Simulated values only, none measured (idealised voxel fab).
process module | voxel capacitor over wiring
cross-section cut | 180 nm wide | cells 5 nm
A cross-section is a grid of square cells, given in bands from the top down. A band is one or more rows of cells.
Each band's line starts with the height of the band's top and of its bottom, in nm. Then come its materials from left to right, each with its width in nm. One material with "throughout" fills the band from edge to edge. "air" is empty space.
Height 0 is the level under which the wafer as received is all one material. The lowest band goes on downwards, as in "0 down".
A width such as "30 to 40" changes by the same amount from each row of cells to the next, from the band's top row to its bottom row.
"no change" after a step means that no cell of the cross-section changed.
closed voids: empty space of 8 cells or more with no open way to the top, each as width x height at its distance from the left edge, in nm
after a step's settings: what the simulator itself notes on the step
overlay nm, on a step with a mask: how far to the right of its planned place the mask lay; to the left if negative
Each pair below shows a cross-section before one step and the cross-section after it, down to the lowest band that changed. The line under each pair gives the step between them, with its settings. The pairs can come from different runs of this module on the same starting wafer, so a pair continues from the pair above only where its "before" says so.
before
  0 down: Si throughout
  closed voids: none
after
  15 to 0: SiO2 throughout
  below 0: unchanged
  closed voids: none
the step between: op CONFORMAL_DEP | material SiO2 | thk nm 15
before: the cross-section after the pair above
after
  20 to 15: SiCN throughout
  below 15: unchanged
  closed voids: none
the step between: op CONFORMAL_DEP | material SiCN | thk nm 5
before: the cross-section after the pair above
after
  45 to 20: SiO2 throughout
  below 20: unchanged
  closed voids: none
the step between: op DIRECTIONAL_DEP | material SiO2 | thk nm 25
before: the cross-section after the pair above
after
  45 to 20: SiO2 40 | air 25 | SiO2 50 | air 25 | SiO2 40
  below 20: unchanged
  closed voids: none
the step between: op MASKED_ETCH | tone open | mask id METAL_1 | width nm 25 | pitch nm 75 | etch materials SiO2 | depth nm 25 | overlay nm 0
before: the cross-section after the pair above
after
  45 to 20: SiO2 40 | air 25 | SiO2 50 | air 25 | SiO2 40
  20 to 15: SiCN 40 | air 25 | SiCN 50 | air 25 | SiCN 40
  below 15: unchanged
  closed voids: none
the step between: op MASKED_ETCH | tone open | mask id METAL_1 | width nm 25 | pitch nm 75 | etch materials SiCN | depth nm 5 | overlay nm 0
before: the cross-section after the pair above
after
  50 to 45: TiN 45 | air 15 | TiN 60 | air 15 | TiN 45
  45 to 20: SiO2 40 | TiN 5 | air 15 | TiN 5 | SiO2 50 | TiN 5 | air 15 | TiN 5 | SiO2 40
  20 to 15: SiCN 40 | TiN 25 | SiCN 50 | TiN 25 | SiCN 40
  below 15: unchanged
  closed voids: none
the step between: op CONFORMAL_DEP | material TiN | thk nm 5
before: the cross-section after the pair above
after
  60 to 50: W throughout
  50 to 45: TiN 45 | W 15 | TiN 60 | W 15 | TiN 45
  45 to 20: SiO2 40 | TiN 5 | W 15 | TiN 5 | SiO2 50 | TiN 5 | W 15 | TiN 5 | SiO2 40
  below 20: unchanged
  closed voids: none
the step between: op FILL_DEP | material W | thk nm 10
before: the cross-section after the pair above
after
  45 to 20: SiO2 40 | TiN 5 | W 15 | TiN 5 | SiO2 50 | TiN 5 | W 15 | TiN 5 | SiO2 40
  below 20: unchanged
  closed voids: none
the step between: op CMP | height nm 45
before: the cross-section after the pair above
after
  50 to 45: SiCN throughout
  below 45: unchanged
  closed voids: none
the step between: op CONFORMAL_DEP | material SiCN | thk nm 5
before: the cross-section after the pair above
after
  70 to 50: SiO2 throughout
  below 50: unchanged
  closed voids: none
the step between: op DIRECTIONAL_DEP | material SiO2 | thk nm 20
before: the cross-section after the pair above
after
  70 to 50: SiO2 50 | air 15 | SiO2 115
  below 50: unchanged
  closed voids: none
the step between: op MASKED_ETCH | tone open | mask id PLUG_1 | width nm 15 | etch materials SiO2 | depth nm 20 | overlay nm 0
before: the cross-section after the pair above
after
  70 to 50: SiO2 50 | air 15 | SiO2 115
  50 to 45: SiCN 50 | air 15 | SiCN 115
  below 45: unchanged
  closed voids: none
the step between: op MASKED_ETCH | tone open | mask id PLUG_1 | width nm 15 | etch materials SiCN | depth nm 5 | overlay nm 0
before: the cross-section after the pair above
after
  70 to 55: SiO2 50 | air 15 | SiO2 115
  55 to 50: SiO2 50 | Ru 15 | SiO2 115
  50 to 45: SiCN 50 | Ru 15 | SiCN 115
  below 45: unchanged
  closed voids: none
the step between: op EPI | material Ru | thk nm 10
before: the cross-section after the pair above
after
  70 to 65: SiO2 50 | air 15 | SiO2 115
  65 to 50: SiO2 50 | Ru 15 | SiO2 115
  below 50: unchanged
  closed voids: none
the step between: op EPI | material Ru | thk nm 10
before: the cross-section after the pair above
after
  70 to 50: SiO2 50 | Ru 15 | SiO2 115
  below 50: unchanged
  closed voids: none
the step between: op EPI | material Ru | thk nm 5
before: the cross-section after the pair above
after
  80 to 70: TiN throughout
  below 70: unchanged
  closed voids: none
the step between: op DIRECTIONAL_DEP | material TiN | thk nm 10
before: the cross-section after the pair above
after
  85 to 80: SiN throughout
  below 80: unchanged
  closed voids: none
the step between: op DIRECTIONAL_DEP | material SiN | thk nm 5
before: the cross-section after the pair above
after
  95 to 85: TiN throughout
  below 85: unchanged
  closed voids: none
the step between: op DIRECTIONAL_DEP | material TiN | thk nm 10
before: the cross-section after the pair above
after
  95 to 85: air 50 | TiN 55 | air 75
  below 85: unchanged
  closed voids: none
the step between: op MASKED_ETCH | tone cover | mask id UPPER_PLATE | width nm 55 | etch materials TiN | depth nm 10 | overlay nm 0
before: the cross-section after the pair above
after
  95 to 85: air 50 | TiN 55 | air 75
  85 to 80: air 50 | SiN 55 | air 75
  below 80: unchanged
  closed voids: none
the step between: op MASKED_ETCH | tone cover | mask id UPPER_PLATE | width nm 55 | etch materials SiN | depth nm 5 | overlay nm 0
before: the cross-section after the pair above
after
  115 to 95: air 45 | resist 65 | air 70
  95 to 85: air 45 | resist 5 | TiN 55 | resist 5 | air 70
  85 to 80: air 45 | resist 5 | SiN 55 | resist 5 | air 70
  below 80: unchanged
  closed voids: none
the step between: op PATTERN | tone cover | mask id LOWER_PLATE | material resist | width nm 65 | thk nm 20 | overlay nm 0
before: the cross-section after the pair above
after
  115 to 95: air 45 | resist 65 | air 70
  95 to 85: air 45 | resist 5 | TiN 55 | resist 5 | air 70
  85 to 80: air 45 | resist 5 | SiN 55 | resist 5 | air 70
  80 to 70: air 45 | TiN 65 | air 70
  below 70: unchanged
  closed voids: none
the step between: op DIRECTIONAL_ETCH | etch materials TiN | depth nm 10
before: the cross-section after the pair above
after
  95 to 85: air 50 | TiN 55 | air 75
  85 to 80: air 50 | SiN 55 | air 75
  below 80: unchanged
  closed voids: none
the step between: op STRIP | etch materials resist
before: the cross-section after the pair above
after
  110 to 95: SiO2 throughout
  95 to 85: SiO2 50 | TiN 55 | SiO2 75
  85 to 80: SiO2 50 | SiN 55 | SiO2 75
  80 to 70: SiO2 45 | TiN 65 | SiO2 70
  below 70: unchanged
  closed voids: none
the step between: op FILL_DEP | material SiO2 | thk nm 15
before: the cross-section after the pair above
after
  105 to 95: SiO2 throughout
  below 95: unchanged
  closed voids: none
the step between: op CMP | height nm 105
before: the cross-section after the pair above
after
  105 to 95: SiO2 60 | air 15 | SiO2 105
  below 95: unchanged
  closed voids: none
the step between: op MASKED_ETCH | tone open | mask id PLUG_2 | width nm 15 | etch materials SiO2 | depth nm 10 | overlay nm 0
before: the cross-section after the pair above
after
  110 to 105: TiN 65 | air 5 | TiN 110
  105 to 100: SiO2 60 | TiN 5 | air 5 | TiN 5 | SiO2 105
  100 to 95: SiO2 60 | TiN 15 | SiO2 105
  below 95: unchanged
  closed voids: none
the step between: op CONFORMAL_DEP | material TiN | thk nm 5
before: the cross-section after the pair above
after
  120 to 110: Cu throughout
  110 to 105: TiN 65 | Cu 5 | TiN 110
  105 to 100: SiO2 60 | TiN 5 | Cu 5 | TiN 5 | SiO2 105
  below 100: unchanged
  closed voids: none
the step between: op FILL_DEP | material Cu | thk nm 10
before: the cross-section after the pair above
after
  105 to 100: SiO2 60 | TiN 5 | Cu 5 | TiN 5 | SiO2 105
  below 100: unchanged
  closed voids: none
the step between: op CMP | height nm 105
before: the cross-section after the pair above
after
  110 to 105: SiN throughout
  below 105: unchanged
  closed voids: none
the step between: op CONFORMAL_DEP | material SiN | thk nm 5
before
  60 to 50: W throughout
  50 to 45: TiN 45 | W 15 | TiN 60 | W 15 | TiN 45
  45 to 20: SiO2 40 | TiN 5 | W 15 | TiN 5 | SiO2 50 | TiN 5 | W 15 | TiN 5 | SiO2 40
  20 to 15: SiCN 40 | TiN 25 | SiCN 50 | TiN 25 | SiCN 40
  15 to 0: SiO2 throughout
  0 down: Si throughout
  closed voids: none
after
  65 to 60: SiCN throughout
  below 60: unchanged
  closed voids: none
the step between: op CONFORMAL_DEP | material SiCN | thk nm 5
before: the cross-section after the pair above
after
  85 to 65: SiO2 throughout
  below 65: unchanged
  closed voids: none
the step between: op DIRECTIONAL_DEP | material SiO2 | thk nm 20
before: the cross-section after the pair above
after
  85 to 65: SiO2 50 | air 15 | SiO2 115
  below 65: unchanged
  closed voids: none
the step between: op MASKED_ETCH | tone open | mask id PLUG_1 | width nm 15 | etch materials SiO2 | depth nm 20 | overlay nm 0
before: the cross-section after the pair above
after
  85 to 65: SiO2 50 | air 15 | SiO2 115
  65 to 60: SiCN 50 | air 15 | SiCN 115
  below 60: unchanged
  closed voids: none
the step between: op MASKED_ETCH | tone open | mask id PLUG_1 | width nm 15 | etch materials SiCN | depth nm 5 | overlay nm 0
before: the cross-section after the pair above
after
  85 to 70: SiO2 50 | air 15 | SiO2 115
  70 to 65: SiO2 50 | Ru 15 | SiO2 115
  65 to 60: SiCN 50 | Ru 15 | SiCN 115
  below 60: unchanged
  closed voids: none
the step between: op EPI | material Ru | thk nm 10
before: the cross-section after the pair above
after
  85 to 80: SiO2 50 | air 15 | SiO2 115
  80 to 65: SiO2 50 | Ru 15 | SiO2 115
  below 65: unchanged
  closed voids: none
the step between: op EPI | material Ru | thk nm 10
before: the cross-section after the pair above
after
  85 to 65: SiO2 50 | Ru 15 | SiO2 115
  below 65: unchanged
  closed voids: none
the step between: op EPI | material Ru | thk nm 5
before: the cross-section after the pair above
after
  95 to 85: TiN throughout
  below 85: unchanged
  closed voids: none
the step between: op DIRECTIONAL_DEP | material TiN | thk nm 10
before: the cross-section after the pair above
after
  100 to 95: SiN throughout
  below 95: unchanged
  closed voids: none
the step between: op DIRECTIONAL_DEP | material SiN | thk nm 5
before: the cross-section after the pair above
after
  110 to 100: TiN throughout
  below 100: unchanged
  closed voids: none
the step between: op DIRECTIONAL_DEP | material TiN | thk nm 10
before: the cross-section after the pair above
after
  110 to 100: air 50 | TiN 55 | air 75
  below 100: unchanged
  closed voids: none
the step between: op MASKED_ETCH | tone cover | mask id UPPER_PLATE | width nm 55 | etch materials TiN | depth nm 10 | overlay nm 0
before: the cross-section after the pair above
after
  110 to 100: air 50 | TiN 55 | air 75
  100 to 95: air 50 | SiN 55 | air 75
  below 95: unchanged
  closed voids: none
the step between: op MASKED_ETCH | tone cover | mask id UPPER_PLATE | width nm 55 | etch materials SiN | depth nm 5 | overlay nm 0
before: the cross-section after the pair above
after
  130 to 110: air 45 | resist 65 | air 70
  110 to 100: air 45 | resist 5 | TiN 55 | resist 5 | air 70
  100 to 95: air 45 | resist 5 | SiN 55 | resist 5 | air 70
  below 95: unchanged
  closed voids: none
the step between: op PATTERN | tone cover | mask id LOWER_PLATE | material resist | width nm 65 | thk nm 20 | overlay nm 0
before: the cross-section after the pair above
after
  130 to 110: air 45 | resist 65 | air 70
  110 to 100: air 45 | resist 5 | TiN 55 | resist 5 | air 70
  100 to 95: air 45 | resist 5 | SiN 55 | resist 5 | air 70
  95 to 85: air 45 | TiN 65 | air 70
  below 85: unchanged
  closed voids: none
the step between: op DIRECTIONAL_ETCH | etch materials TiN | depth nm 10
before: the cross-section after the pair above
after
  110 to 100: air 50 | TiN 55 | air 75
  100 to 95: air 50 | SiN 55 | air 75
  below 95: unchanged
  closed voids: none
the step between: op STRIP | etch materials resist
before: the cross-section after the pair above
after
  125 to 110: SiO2 throughout
  110 to 100: SiO2 50 | TiN 55 | SiO2 75
  100 to 95: SiO2 50 | SiN 55 | SiO2 75
  95 to 85: SiO2 45 | TiN 65 | SiO2 70
  below 85: unchanged
  closed voids: none
the step between: op FILL_DEP | material SiO2 | thk nm 15
before: the cross-section after the pair above
after
  105 to 100: SiO2 50 | TiN 55 | SiO2 75
  below 100: unchanged
  closed voids: none
the step between: op CMP | height nm 105
before: the cross-section after the pair above
after
  110 to 105: TiN throughout
  below 105: unchanged
  closed voids: none
the step between: op CONFORMAL_DEP | material TiN | thk nm 5
before: the cross-section after the pair above
after
  120 to 110: Cu throughout
  below 110: unchanged
  closed voids: none
the step between: op FILL_DEP | material Cu | thk nm 10
before: the cross-section after the pair above
after
  105 to 100: SiO2 50 | TiN 55 | SiO2 75
  below 100: unchanged
  closed voids: none
the step between: op CMP | height nm 105
before: the cross-section after the pair above
after
  110 to 105: SiN throughout
  below 105: unchanged
  closed voids: none
the step between: op CONFORMAL_DEP | material SiN | thk nm 5
before
  15 to 0: SiO2 throughout
  0 down: Si throughout
  closed voids: none
after
  30 to 0: SiO2 throughout
  below 0: unchanged
  closed voids: none
the step between: op CONFORMAL_DEP | material SiO2 | thk nm 15
before: the cross-section after the pair above
after
  35 to 30: SiCN throughout
  below 30: unchanged
  closed voids: none
the step between: op CONFORMAL_DEP | material SiCN | thk nm 5
before: the cross-section after the pair above
after
  60 to 35: SiO2 throughout
  below 35: unchanged
  closed voids: none
the step between: op DIRECTIONAL_DEP | material SiO2 | thk nm 25
before: the cross-section after the pair above
after
  60 to 35: SiO2 40 | air 25 | SiO2 50 | air 25 | SiO2 40
  below 35: unchanged
  closed voids: none
the step between: op MASKED_ETCH | tone open | mask id METAL_1 | width nm 25 | pitch nm 75 | etch materials SiO2 | depth nm 25 | overlay nm 0
before: the cross-section after the pair above
after
  60 to 35: SiO2 40 | air 25 | SiO2 50 | air 25 | SiO2 40
  35 to 30: SiCN 40 | air 25 | SiCN 50 | air 25 | SiCN 40
  below 30: unchanged
  closed voids: none
the step between: op MASKED_ETCH | tone open | mask id METAL_1 | width nm 25 | pitch nm 75 | etch materials SiCN | depth nm 5 | overlay nm 0
before: the cross-section after the pair above
after
  65 to 60: TiN 45 | air 15 | TiN 60 | air 15 | TiN 45
  60 to 35: SiO2 40 | TiN 5 | air 15 | TiN 5 | SiO2 50 | TiN 5 | air 15 | TiN 5 | SiO2 40
  35 to 30: SiCN 40 | TiN 25 | SiCN 50 | TiN 25 | SiCN 40
  below 30: unchanged
  closed voids: none
the step between: op CONFORMAL_DEP | material TiN | thk nm 5
before: the cross-section after the pair above
after
  75 to 65: W throughout
  65 to 60: TiN 45 | W 15 | TiN 60 | W 15 | TiN 45
  60 to 35: SiO2 40 | TiN 5 | W 15 | TiN 5 | SiO2 50 | TiN 5 | W 15 | TiN 5 | SiO2 40
  below 35: unchanged
  closed voids: none
the step between: op FILL_DEP | material W | thk nm 10
before: the cross-section after the pair above
after
  45 to 35: SiO2 40 | TiN 5 | W 15 | TiN 5 | SiO2 50 | TiN 5 | W 15 | TiN 5 | SiO2 40
  below 35: unchanged
  closed voids: none
the step between: op CMP | height nm 45
before: the cross-section after the pair above
after
  50 to 45: SiCN throughout
  below 45: unchanged
  closed voids: none
the step between: op CONFORMAL_DEP | material SiCN | thk nm 5
before: the cross-section after the pair above
after
  70 to 50: SiO2 throughout
  below 50: unchanged
  closed voids: none
the step between: op DIRECTIONAL_DEP | material SiO2 | thk nm 20
before: the cross-section after the pair above
after
  70 to 50: SiO2 50 | air 15 | SiO2 115
  below 50: unchanged
  closed voids: none
the step between: op MASKED_ETCH | tone open | mask id PLUG_1 | width nm 15 | etch materials SiO2 | depth nm 20 | overlay nm 0
before: the cross-section after the pair above
after
  70 to 50: SiO2 50 | air 15 | SiO2 115
  50 to 45: SiCN 50 | air 15 | SiCN 115
  below 45: unchanged
  closed voids: none
the step between: op MASKED_ETCH | tone open | mask id PLUG_1 | width nm 15 | etch materials SiCN | depth nm 5 | overlay nm 0
before: the cross-section after the pair above
after
  70 to 55: SiO2 50 | air 15 | SiO2 115
  55 to 50: SiO2 50 | Ru 15 | SiO2 115
  50 to 45: SiCN 50 | Ru 15 | SiCN 115
  below 45: unchanged
  closed voids: none
the step between: op EPI | material Ru | thk nm 10
before: the cross-section after the pair above
after
  70 to 65: SiO2 50 | air 15 | SiO2 115
  65 to 50: SiO2 50 | Ru 15 | SiO2 115
  below 50: unchanged
  closed voids: none
the step between: op EPI | material Ru | thk nm 10
before: the cross-section after the pair above
after
  70 to 50: SiO2 50 | Ru 15 | SiO2 115
  below 50: unchanged
  closed voids: none
the step between: op EPI | material Ru | thk nm 5
before: the cross-section after the pair above
after
  80 to 70: TiN throughout
  below 70: unchanged
  closed voids: none
the step between: op DIRECTIONAL_DEP | material TiN | thk nm 10
before: the cross-section after the pair above
after
  85 to 80: SiN throughout
  below 80: unchanged
  closed voids: none
the step between: op DIRECTIONAL_DEP | material SiN | thk nm 5
before: the cross-section after the pair above
after
  95 to 85: TiN throughout
  below 85: unchanged
  closed voids: none
the step between: op DIRECTIONAL_DEP | material TiN | thk nm 10
before: the cross-section after the pair above
after
  95 to 85: air 50 | TiN 55 | air 75
  below 85: unchanged
  closed voids: none
the step between: op MASKED_ETCH | tone cover | mask id UPPER_PLATE | width nm 55 | etch materials TiN | depth nm 10 | overlay nm 0
before: the cross-section after the pair above
after
  95 to 85: air 50 | TiN 55 | air 75
  85 to 80: air 50 | SiN 55 | air 75
  below 80: unchanged
  closed voids: none
the step between: op MASKED_ETCH | tone cover | mask id UPPER_PLATE | width nm 55 | etch materials SiN | depth nm 5 | overlay nm 0
before: the cross-section after the pair above
after
  115 to 95: air 45 | resist 65 | air 70
  95 to 85: air 45 | resist 5 | TiN 55 | resist 5 | air 70
  85 to 80: air 45 | resist 5 | SiN 55 | resist 5 | air 70
  below 80: unchanged
  closed voids: none
the step between: op PATTERN | tone cover | mask id LOWER_PLATE | material resist | width nm 65 | thk nm 20 | overlay nm 0
before: the cross-section after the pair above
after
  115 to 95: air 45 | resist 65 | air 70
  95 to 85: air 45 | resist 5 | TiN 55 | resist 5 | air 70
  85 to 80: air 45 | resist 5 | SiN 55 | resist 5 | air 70
  80 to 70: air 45 | TiN 65 | air 70
  below 70: unchanged
  closed voids: none
the step between: op DIRECTIONAL_ETCH | etch materials TiN | depth nm 10
before: the cross-section after the pair above
after
  95 to 85: air 50 | TiN 55 | air 75
  85 to 80: air 50 | SiN 55 | air 75
  below 80: unchanged
  closed voids: none
the step between: op STRIP | etch materials resist
before: the cross-section after the pair above
after
  110 to 95: SiO2 throughout
  95 to 85: SiO2 50 | TiN 55 | SiO2 75
  85 to 80: SiO2 50 | SiN 55 | SiO2 75
  80 to 70: SiO2 45 | TiN 65 | SiO2 70
  below 70: unchanged
  closed voids: none
the step between: op FILL_DEP | material SiO2 | thk nm 15
before: the cross-section after the pair above
after
  105 to 95: SiO2 throughout
  below 95: unchanged
  closed voids: none
the step between: op CMP | height nm 105
before: the cross-section after the pair above
after
  105 to 95: SiO2 60 | air 15 | SiO2 105
  below 95: unchanged
  closed voids: none
the step between: op MASKED_ETCH | tone open | mask id PLUG_2 | width nm 15 | etch materials SiO2 | depth nm 10 | overlay nm 0
before: the cross-section after the pair above
after
  110 to 105: TiN 65 | air 5 | TiN 110
  105 to 100: SiO2 60 | TiN 5 | air 5 | TiN 5 | SiO2 105
  100 to 95: SiO2 60 | TiN 15 | SiO2 105
  below 95: unchanged
  closed voids: none
the step between: op CONFORMAL_DEP | material TiN | thk nm 5
before: the cross-section after the pair above
after
  120 to 110: Cu throughout
  110 to 105: TiN 65 | Cu 5 | TiN 110
  105 to 100: SiO2 60 | TiN 5 | Cu 5 | TiN 5 | SiO2 105
  below 100: unchanged
  closed voids: none
the step between: op FILL_DEP | material Cu | thk nm 10
before: the cross-section after the pair above
after
  105 to 100: SiO2 60 | TiN 5 | Cu 5 | TiN 5 | SiO2 105
  below 100: unchanged
  closed voids: none
the step between: op CMP | height nm 105
before: the cross-section after the pair above
after
  110 to 105: SiN throughout
  below 105: unchanged
  closed voids: none
the step between: op CONFORMAL_DEP | material SiN | thk nm 5
before
  80 to 70: TiN throughout
  70 to 50: SiO2 50 | Ru 15 | SiO2 115
  50 to 45: SiCN 50 | Ru 15 | SiCN 115
  45 to 20: SiO2 40 | TiN 5 | W 15 | TiN 5 | SiO2 50 | TiN 5 | W 15 | TiN 5 | SiO2 40
  20 to 15: SiCN 40 | TiN 25 | SiCN 50 | TiN 25 | SiCN 40
  15 to 0: SiO2 throughout
  0 down: Si throughout
  closed voids: none
after
  90 to 70: TiN throughout
  below 70: unchanged
  closed voids: none
the step between: op DIRECTIONAL_DEP | material TiN | thk nm 10
before: the cross-section after the pair above
after
  95 to 90: SiN throughout
  below 90: unchanged
  closed voids: none
the step between: op DIRECTIONAL_DEP | material SiN | thk nm 5
before: the cross-section after the pair above
after
  95 to 90: air 50 | SiN 55 | air 75
  below 90: unchanged
  closed voids: none
the step between: op MASKED_ETCH | tone cover | mask id UPPER_PLATE | width nm 55 | etch materials SiN | depth nm 5 | overlay nm 0
before: the cross-section after the pair above
after
  115 to 95: air 45 | resist 65 | air 70
  95 to 90: air 45 | resist 5 | SiN 55 | resist 5 | air 70
  below 90: unchanged
  closed voids: none
the step between: op PATTERN | tone cover | mask id LOWER_PLATE | material resist | width nm 65 | thk nm 20 | overlay nm 0
before: the cross-section after the pair above
after
  115 to 95: air 45 | resist 65 | air 70
  95 to 90: air 45 | resist 5 | SiN 55 | resist 5 | air 70
  90 to 80: air 45 | TiN 65 | air 70
  below 80: unchanged
  closed voids: none
the step between: op DIRECTIONAL_ETCH | etch materials TiN | depth nm 10
before: the cross-section after the pair above
after
  95 to 90: air 50 | SiN 55 | air 75
  below 90: unchanged
  closed voids: none
the step between: op STRIP | etch materials resist
before: the cross-section after the pair above
after
  110 to 95: SiO2 throughout
  95 to 90: SiO2 50 | SiN 55 | SiO2 75
  90 to 80: SiO2 45 | TiN 65 | SiO2 70
  below 80: unchanged
  closed voids: none
the step between: op FILL_DEP | material SiO2 | thk nm 15
before: the cross-section after the pair above
after
  105 to 95: SiO2 throughout
  below 95: unchanged
  closed voids: none
the step between: op CMP | height nm 105
before: the cross-section after the pair above
after
  105 to 95: SiO2 60 | air 15 | SiO2 105
  below 95: unchanged
  closed voids: none
the step between: op MASKED_ETCH | tone open | mask id PLUG_2 | width nm 15 | etch materials SiO2 | depth nm 10 | overlay nm 0
before: the cross-section after the pair above
after
  110 to 105: TiN 65 | air 5 | TiN 110
  105 to 100: SiO2 60 | TiN 5 | air 5 | TiN 5 | SiO2 105
  100 to 95: SiO2 60 | TiN 15 | SiO2 105
  below 95: unchanged
  closed voids: none
the step between: op CONFORMAL_DEP | material TiN | thk nm 5
before: the cross-section after the pair above
after
  120 to 110: Cu throughout
  110 to 105: TiN 65 | Cu 5 | TiN 110
  105 to 100: SiO2 60 | TiN 5 | Cu 5 | TiN 5 | SiO2 105
  below 100: unchanged
  closed voids: none
the step between: op FILL_DEP | material Cu | thk nm 10
before: the cross-section after the pair above
after
  105 to 100: SiO2 60 | TiN 5 | Cu 5 | TiN 5 | SiO2 105
  below 100: unchanged
  closed voids: none
the step between: op CMP | height nm 105
before: the cross-section after the pair above
after
  110 to 105: SiN throughout
  below 105: unchanged
  closed voids: none
the step between: op CONFORMAL_DEP | material SiN | thk nm 5
before
  0 down: Si throughout
  closed voids: none
after
  10 to 0: SiO2 throughout
  below 0: unchanged
  closed voids: none
the step between: op CONFORMAL_DEP | material SiO2 | thk nm 10
before: the cross-section after the pair above
after
  15 to 10: SiCN throughout
  below 10: unchanged
  closed voids: none
the step between: op CONFORMAL_DEP | material SiCN | thk nm 5
before: the cross-section after the pair above
after
  40 to 15: SiO2 throughout
  below 15: unchanged
  closed voids: none
the step between: op DIRECTIONAL_DEP | material SiO2 | thk nm 25
before: the cross-section after the pair above
after
  40 to 15: SiO2 40 | air 25 | SiO2 50 | air 25 | SiO2 40
  below 15: unchanged
  closed voids: none
the step between: op MASKED_ETCH | tone open | mask id METAL_1 | width nm 25 | pitch nm 75 | etch materials SiO2 | depth nm 25 | overlay nm 0
before: the cross-section after the pair above
after
  40 to 15: SiO2 40 | air 25 | SiO2 50 | air 25 | SiO2 40
  15 to 10: SiCN 40 | air 25 | SiCN 50 | air 25 | SiCN 40
  below 10: unchanged
  closed voids: none
the step between: op MASKED_ETCH | tone open | mask id METAL_1 | width nm 25 | pitch nm 75 | etch materials SiCN | depth nm 5 | overlay nm 0
before: the cross-section after the pair above
after
  45 to 40: TiN 45 | air 15 | TiN 60 | air 15 | TiN 45
  40 to 15: SiO2 40 | TiN 5 | air 15 | TiN 5 | SiO2 50 | TiN 5 | air 15 | TiN 5 | SiO2 40
  15 to 10: SiCN 40 | TiN 25 | SiCN 50 | TiN 25 | SiCN 40
  below 10: unchanged
  closed voids: none
the step between: op CONFORMAL_DEP | material TiN | thk nm 5
before: the cross-section after the pair above
after
  55 to 45: W throughout
  45 to 40: TiN 45 | W 15 | TiN 60 | W 15 | TiN 45
  40 to 15: SiO2 40 | TiN 5 | W 15 | TiN 5 | SiO2 50 | TiN 5 | W 15 | TiN 5 | SiO2 40
  below 15: unchanged
  closed voids: none
the step between: op FILL_DEP | material W | thk nm 10
before: the cross-section after the pair above
after
  45 to 40: TiN 45 | W 15 | TiN 60 | W 15 | TiN 45
  below 40: unchanged
  closed voids: none
the step between: op CMP | height nm 45
before: the cross-section after the pair above
after
  50 to 45: SiCN throughout
  below 45: unchanged
  closed voids: none
the step between: op CONFORMAL_DEP | material SiCN | thk nm 5
before: the cross-section after the pair above
after
  70 to 50: SiO2 throughout
  below 50: unchanged
  closed voids: none
the step between: op DIRECTIONAL_DEP | material SiO2 | thk nm 20
before: the cross-section after the pair above
after
  70 to 50: SiO2 50 | air 15 | SiO2 115
  below 50: unchanged
  closed voids: none
the step between: op MASKED_ETCH | tone open | mask id PLUG_1 | width nm 15 | etch materials SiO2 | depth nm 20 | overlay nm 0
before: the cross-section after the pair above
after
  70 to 50: SiO2 50 | air 15 | SiO2 115
  50 to 45: SiCN 50 | air 15 | SiCN 115
  below 45: unchanged
  closed voids: none
the step between: op MASKED_ETCH | tone open | mask id PLUG_1 | width nm 15 | etch materials SiCN | depth nm 5 | overlay nm 0
before: the cross-section after the pair above
after
  70 to 55: SiO2 50 | air 15 | SiO2 115
  55 to 50: SiO2 50 | Ru 15 | SiO2 115
  50 to 45: SiCN 50 | Ru 15 | SiCN 115
  below 45: unchanged
  closed voids: none
the step between: op EPI | material Ru | thk nm 10
before: the cross-section after the pair above
after
  70 to 65: SiO2 50 | air 15 | SiO2 115
  65 to 50: SiO2 50 | Ru 15 | SiO2 115
  below 50: unchanged
  closed voids: none
the step between: op EPI | material Ru | thk nm 10
before: the cross-section after the pair above
after
  70 to 50: SiO2 50 | Ru 15 | SiO2 115
  below 50: unchanged
  closed voids: none
the step between: op EPI | material Ru | thk nm 5
before: the cross-section after the pair above
after
  80 to 70: TiN throughout
  below 70: unchanged
  closed voids: none
the step between: op DIRECTIONAL_DEP | material TiN | thk nm 10
before: the cross-section after the pair above
after
  85 to 80: SiN throughout
  below 80: unchanged
  closed voids: none
the step between: op DIRECTIONAL_DEP | material SiN | thk nm 5
before: the cross-section after the pair above
after
  95 to 85: TiN throughout
  below 85: unchanged
  closed voids: none
the step between: op DIRECTIONAL_DEP | material TiN | thk nm 10
before: the cross-section after the pair above
after
  95 to 85: air 50 | TiN 55 | air 75
  below 85: unchanged
  closed voids: none
the step between: op MASKED_ETCH | tone cover | mask id UPPER_PLATE | width nm 55 | etch materials TiN | depth nm 10 | overlay nm 0
before: the cross-section after the pair above
after
  95 to 85: air 50 | TiN 55 | air 75
  85 to 80: air 50 | SiN 55 | air 75
  below 80: unchanged
  closed voids: none
the step between: op MASKED_ETCH | tone cover | mask id UPPER_PLATE | width nm 55 | etch materials SiN | depth nm 5 | overlay nm 0
before: the cross-section after the pair above
after
  115 to 95: air 45 | resist 65 | air 70
  95 to 85: air 45 | resist 5 | TiN 55 | resist 5 | air 70
  85 to 80: air 45 | resist 5 | SiN 55 | resist 5 | air 70
  below 80: unchanged
  closed voids: none
the step between: op PATTERN | tone cover | mask id LOWER_PLATE | material resist | width nm 65 | thk nm 20 | overlay nm 0
before: the cross-section after the pair above
after
  115 to 95: air 45 | resist 65 | air 70
  95 to 85: air 45 | resist 5 | TiN 55 | resist 5 | air 70
  85 to 80: air 45 | resist 5 | SiN 55 | resist 5 | air 70
  80 to 70: air 45 | TiN 65 | air 70
  below 70: unchanged
  closed voids: none
the step between: op DIRECTIONAL_ETCH | etch materials TiN | depth nm 10
before: the cross-section after the pair above
after
  95 to 85: air 50 | TiN 55 | air 75
  85 to 80: air 50 | SiN 55 | air 75
  below 80: unchanged
  closed voids: none
the step between: op STRIP | etch materials resist
before: the cross-section after the pair above
after
  110 to 95: SiO2 throughout
  95 to 85: SiO2 50 | TiN 55 | SiO2 75
  85 to 80: SiO2 50 | SiN 55 | SiO2 75
  80 to 70: SiO2 45 | TiN 65 | SiO2 70
  below 70: unchanged
  closed voids: none
the step between: op FILL_DEP | material SiO2 | thk nm 15
before: the cross-section after the pair above
after
  105 to 95: SiO2 throughout
  below 95: unchanged
  closed voids: none
the step between: op CMP | height nm 105
before: the cross-section after the pair above
after
  105 to 95: SiO2 60 | air 15 | SiO2 105
  below 95: unchanged
  closed voids: none
the step between: op MASKED_ETCH | tone open | mask id PLUG_2 | width nm 15 | etch materials SiO2 | depth nm 10 | overlay nm 0
before: the cross-section after the pair above
after
  110 to 105: TiN 65 | air 5 | TiN 110
  105 to 100: SiO2 60 | TiN 5 | air 5 | TiN 5 | SiO2 105
  100 to 95: SiO2 60 | TiN 15 | SiO2 105
  below 95: unchanged
  closed voids: none
the step between: op CONFORMAL_DEP | material TiN | thk nm 5
before: the cross-section after the pair above
after
  120 to 110: Cu throughout
  110 to 105: TiN 65 | Cu 5 | TiN 110
  105 to 100: SiO2 60 | TiN 5 | Cu 5 | TiN 5 | SiO2 105
  below 100: unchanged
  closed voids: none
the step between: op FILL_DEP | material Cu | thk nm 10
before: the cross-section after the pair above
after
  105 to 100: SiO2 60 | TiN 5 | Cu 5 | TiN 5 | SiO2 105
  below 100: unchanged
  closed voids: none
the step between: op CMP | height nm 105
